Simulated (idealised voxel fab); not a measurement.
Process module, titled voxel trench capacitor
The figure presents cross-section cut, which has a width of 290 nm and is divided into square cells with an edge length of 5 nm.
The cross-sections in this document take the form of a grid made of square cells. They are written out as bands, in order from top to bottom. Each band consists of one or more rows of cells. First you get the band's top height and its bottom height, in nm, and then the materials it's made of, left to right, with each width in nm. If you see a single material with "throughout", that one covers the band edge to edge. "air" is empty space. All heights in this document are referenced to 0, defined as the level beneath which the wafer, as received, consists entirely of one material. The lowest band is not bounded below; it extends indefinitely downward and is written in the form "top 0, no bottom". With a width like "30->40", each row of cells in the band differs from the next by the same amount, the top row carrying the first number and the bottom row the second. When a step is marked "stayed the same", none of the cells in the cross-section changed during that step. The list in "Enclosed void listing" covers empty spaces of 8 cells or more that cannot reach the top through any open way, and it gives each as width x height at distance; the distance is from the left edge, and width, height and distance are in nm. Step line, after settings: the simulator's comment on this step. A step line may carry the setting "overlay nm", which, for steps involving a mask, states the distance by which the mask lay to the right of its intended position; negative values denote displacement to the left.

[The process steps that were planned are listed below]
- 1: RECEIVE [material Si]
- 2: CONFORMAL_DEP [material SiN] [thk nm 5]
- 3: DIRECTIONAL_DEP [material aC] [thk nm 10]
- 4: PATTERN [tone open] [mask id TRENCH] [material resist] [width nm 30] [pitch nm 55] [thk nm 25] [overlay nm 0]
- 5: DIRECTIONAL_ETCH [etch materials aC] [depth nm 10]
- 6: STRIP [etch materials resist]
- 7: DIRECTIONAL_ETCH [etch materials SiN] [depth nm 5]
- 8: DIRECTIONAL_ETCH [etch materials Si] [depth nm 40]
- 9: STRIP [etch materials aC]
- 10: CONFORMAL_DEP [material HfO2] [thk nm 5]
- 11: CONFORMAL_DEP [material TiN] [thk nm 5]
- 12: FILL_DEP [material W] [thk nm 5]
- 13: CMP [height nm 5]

[as received, after step 1]
* top 0, no bottom | Si throughout
* Enclosed void listing: none

[Here's the cross-section of the first of our two wafers at the end of the module - it ran as planned]
* top 5, bottom 0 | SiN=45  HfO2=5  TiN=5  W=10  TiN=5  HfO2=5  SiN=25  HfO2=5  TiN=5  W=10  TiN=5  HfO2=5  SiN=25  HfO2=5  TiN=5  W=10  TiN=5  HfO2=5  SiN=25  HfO2=5  TiN=5  W=10  TiN=5  HfO2=5  SiN=50
* top 0, bottom -30 | Si=45  HfO2=5  TiN=5  W=10  TiN=5  HfO2=5  Si=25  HfO2=5  TiN=5  W=10  TiN=5  HfO2=5  Si=25  HfO2=5  TiN=5  W=10  TiN=5  HfO2=5  Si=25  HfO2=5  TiN=5  W=10  TiN=5  HfO2=5  Si=50
* top -30, bottom -35 | Si=45  HfO2=5  TiN=20  HfO2=5  Si=25  HfO2=5  TiN=20  HfO2=5  Si=25  HfO2=5  TiN=20  HfO2=5  Si=25  HfO2=5  TiN=20  HfO2=5  Si=50
* top -35, bottom -40 | Si=45  HfO2=30  Si=25  HfO2=30  Si=25  HfO2=30  Si=25  HfO2=30  Si=50
* top -40, no bottom | Si throughout
* Enclosed void listing: none

[Here's the second of our two wafers sectioned at module end. Same start as the first, same plan, but one mistake got made running it]
* top 20, bottom 15 | W throughout
* top 15, bottom 10 | TiN=55  W=10  TiN=45  W=10  TiN=45  W=10  TiN=45  W=10  TiN=60
* top 10, bottom 5 | HfO2=50  TiN=5  W=10  TiN=5  HfO2=35  TiN=5  W=10  TiN=5  HfO2=35  TiN=5  W=10  TiN=5  HfO2=35  TiN=5  W=10  TiN=5  HfO2=55
* top 5, bottom 0 | SiN=45  HfO2=5  TiN=5  W=10  TiN=5  HfO2=5  SiN=25  HfO2=5  TiN=5  W=10  TiN=5  HfO2=5  SiN=25  HfO2=5  TiN=5  W=10  TiN=5  HfO2=5  SiN=25  HfO2=5  TiN=5  W=10  TiN=5  HfO2=5  SiN=50
* top 0, bottom -30 | Si=45  HfO2=5  TiN=5  W=10  TiN=5  HfO2=5  Si=25  HfO2=5  TiN=5  W=10  TiN=5  HfO2=5  Si=25  HfO2=5  TiN=5  W=10  TiN=5  HfO2=5  Si=25  HfO2=5  TiN=5  W=10  TiN=5  HfO2=5  Si=50
* top -30, bottom -35 | Si=45  HfO2=5  TiN=20  HfO2=5  Si=25  HfO2=5  TiN=20  HfO2=5  Si=25  HfO2=5  TiN=20  HfO2=5  Si=25  HfO2=5  TiN=20  HfO2=5  Si=50
* top -35, bottom -40 | Si=45  HfO2=30  Si=25  HfO2=30  Si=25  HfO2=30  Si=25  HfO2=30  Si=50
* top -40, no bottom | Si throughout
* Enclosed void listing: none
Deviation from plan: the run left out plan step 13 entirely, so it was never executed
FYI, end of process, the second wafer has more or fewer cells of some materials than the first: +42 HfO2 | +58 TiN | +74 W
